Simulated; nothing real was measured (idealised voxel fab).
process module | voxel ribs on slabs
cross-section cut | 160 nm wide | cells 5 nm
A cross-section is a grid of square cells, given in bands from the top down. A band is one or more rows of cells.
Each band's line starts with the height of the band's top and of its bottom, in nm. Then come its materials from left to right, each with its width in nm. One material with "throughout" fills the band from edge to edge. "air" is empty space.
Height 0 is the level under which the wafer as received is all one material. The lowest band goes on downwards, as in "0 down".
A width such as "30 to 40" changes by the same amount from each row of cells to the next, from the band's top row to its bottom row.
"no change" after a step means that no cell of the cross-section changed.
closed voids: empty space of 8 cells or more with no open way to the top, each as width x height at its distance from the left edge, in nm
after a step's settings: what the simulator itself notes on the step
overlay nm, on a step with a mask: how far to the right of its planned place the mask lay; to the left if negative
plan
1 op RECEIVE | material Si
2 op DIRECTIONAL_DEP | material SiO2 | thk nm 20
3 op DIRECTIONAL_DEP | material polySi | thk nm 25
4 op DIRECTIONAL_DEP | material aC | thk nm 10
5 op PATTERN | tone cover | mask id RIB | material resist | width nm 30 | thk nm 25 | overlay nm 0
6 op DIRECTIONAL_ETCH | etch materials aC | depth nm 10
7 op STRIP | etch materials resist
8 op DIRECTIONAL_ETCH | etch materials polySi | depth nm 5
9 op STRIP | etch materials aC
10 op DIRECTIONAL_DEP | material aC | thk nm 15
11 op PATTERN | tone cover | mask id SLAB | material resist | width nm 80 | thk nm 35 | overlay nm 0
12 op DIRECTIONAL_ETCH | etch materials aC | depth nm 15
13 op STRIP | etch materials resist
14 op DIRECTIONAL_ETCH | etch materials polySi | depth nm 20
15 op STRIP | etch materials aC
16 op FILL_DEP | material SiO2 | thk nm 20
17 op CMP | height nm 60
18 op DIRECTIONAL_DEP | material W | thk nm 10
19 op DIRECTIONAL_DEP | material aC | thk nm 15
20 op PATTERN | tone cover | mask id HEATER | material resist | width nm 40 | thk nm 30 | overlay nm 0
21 op DIRECTIONAL_ETCH | etch materials aC | depth nm 15
22 op STRIP | etch materials resist
23 op DIRECTIONAL_ETCH | etch materials W | depth nm 10
24 op STRIP | etch materials aC
25 op CONFORMAL_DEP | material SiO2 | thk nm 10
first wafer, as planned
as received, after step 1
  0 down: Si throughout
  closed voids: none
after step 2
  20 to 0: SiO2 throughout
  below 0: unchanged
after step 3
  45 to 20: polySi throughout
  below 20: unchanged
after step 4
  55 to 45: aC throughout
  below 45: unchanged
after step 5
  80 to 55: air 65 | resist 30 | air 65
  below 55: unchanged
after step 6
  70 to 55: air 65 | resist 30 | air 65
  55 to 45: air 65 | aC 30 | air 65
  below 45: unchanged
after step 7
  55 to 45: air 65 | aC 30 | air 65
  below 45: unchanged
after step 8
  55 to 45: air 65 | aC 30 | air 65
  45 to 40: air 65 | polySi 30 | air 65
  below 40: unchanged
after step 9
  45 to 40: air 65 | polySi 30 | air 65
  below 40: unchanged
after step 10
  60 to 55: air 65 | aC 30 | air 65
  55 to 45: aC throughout
  45 to 40: aC 65 | polySi 30 | aC 65
  below 40: unchanged
after step 11
  95 to 60: air 40 | resist 80 | air 40
  60 to 55: air 40 | resist 25 | aC 30 | resist 25 | air 40
  below 55: unchanged
after step 12
  80 to 60: air 40 | resist 80 | air 40
  60 to 55: air 40 | resist 25 | aC 30 | resist 25 | air 40
  55 to 45: air 40 | aC 80 | air 40
  45 to 40: air 40 | aC 25 | polySi 30 | aC 25 | air 40
  below 40: unchanged
after step 13
  60 to 55: air 65 | aC 30 | air 65
  below 55: unchanged
after step 14
  60 to 55: air 65 | aC 30 | air 65
  55 to 45: air 40 | aC 80 | air 40
  45 to 40: air 40 | aC 25 | polySi 30 | aC 25 | air 40
  40 to 20: air 40 | polySi 80 | air 40
  below 20: unchanged
after step 15
  45 to 40: air 65 | polySi 30 | air 65
  below 40: unchanged
after step 16
  65 to 45: SiO2 throughout
  45 to 40: SiO2 65 | polySi 30 | SiO2 65
  40 to 20: SiO2 40 | polySi 80 | SiO2 40
  below 20: unchanged
after step 17
  60 to 45: SiO2 throughout
  below 45: unchanged
after step 18
  70 to 60: W throughout
  below 60: unchanged
after step 19
  85 to 70: aC throughout
  below 70: unchanged
after step 20
  115 to 85: air 60 | resist 40 | air 60
  below 85: unchanged
after step 21
  100 to 85: air 60 | resist 40 | air 60
  85 to 70: air 60 | aC 40 | air 60
  below 70: unchanged
after step 22
  85 to 70: air 60 | aC 40 | air 60
  below 70: unchanged
after step 23
  85 to 70: air 60 | aC 40 | air 60
  70 to 60: air 60 | W 40 | air 60
  below 60: unchanged
after step 24
  70 to 60: air 60 | W 40 | air 60
  below 60: unchanged
after step 25
  80 to 70: air 50 | SiO2 60 | air 50
  70 to 60: SiO2 60 | W 40 | SiO2 60
  below 60: unchanged
second wafer: like start, like plan, one mistake. Through step 1 it matches the first wafer
when step 2 should have ended
  25 to 0: polySi throughout
  below 0: unchanged
when step 3 should have ended
  45 to 25: SiO2 throughout
  below 25: unchanged
when step 4 should have ended
  55 to 45: aC throughout
  below 45: unchanged
when step 5 should have ended
  80 to 55: air 65 | resist 30 | air 65
  below 55: unchanged
when step 6 should have ended
  70 to 55: air 65 | resist 30 | air 65
  55 to 45: air 65 | aC 30 | air 65
  below 45: unchanged
when step 7 should have ended
  55 to 45: air 65 | aC 30 | air 65
  below 45: unchanged
when step 8 should have ended: no change
when step 9 should have ended
  45 to 25: SiO2 throughout
  below 25: unchanged
when step 10 should have ended
  60 to 45: aC throughout
  below 45: unchanged
when step 11 should have ended
  95 to 60: air 40 | resist 80 | air 40
  below 60: unchanged
when step 12 should have ended
  80 to 60: air 40 | resist 80 | air 40
  60 to 45: air 40 | aC 80 | air 40
  below 45: unchanged
when step 13 should have ended
  60 to 45: air 40 | aC 80 | air 40
  below 45: unchanged
when step 14 should have ended: no change
when step 15 should have ended
  45 to 25: SiO2 throughout
  below 25: unchanged
when step 16 should have ended
  65 to 25: SiO2 throughout
  below 25: unchanged
when step 17 should have ended
  60 to 25: SiO2 throughout
  below 25: unchanged
when step 18 should have ended
  70 to 60: W throughout
  below 60: unchanged
when step 19 should have ended
  85 to 70: aC throughout
  below 70: unchanged
when step 20 should have ended
  115 to 85: air 60 | resist 40 | air 60
  below 85: unchanged
when step 21 should have ended
  100 to 85: air 60 | resist 40 | air 60
  85 to 70: air 60 | aC 40 | air 60
  below 70: unchanged
when step 22 should have ended
  85 to 70: air 60 | aC 40 | air 60
  below 70: unchanged
when step 23 should have ended
  85 to 70: air 60 | aC 40 | air 60
  70 to 60: air 60 | W 40 | air 60
  below 60: unchanged
when step 24 should have ended
  70 to 60: air 60 | W 40 | air 60
  below 60: unchanged
when step 25 should have ended
  80 to 70: air 50 | SiO2 60 | air 50
  70 to 60: SiO2 60 | W 40 | SiO2 60
  below 60: unchanged
what went wrong: steps 2 and 3 were swapped
at the end the second wafer has, in cells: 90 fewer of SiO2 | 90 more of polySi
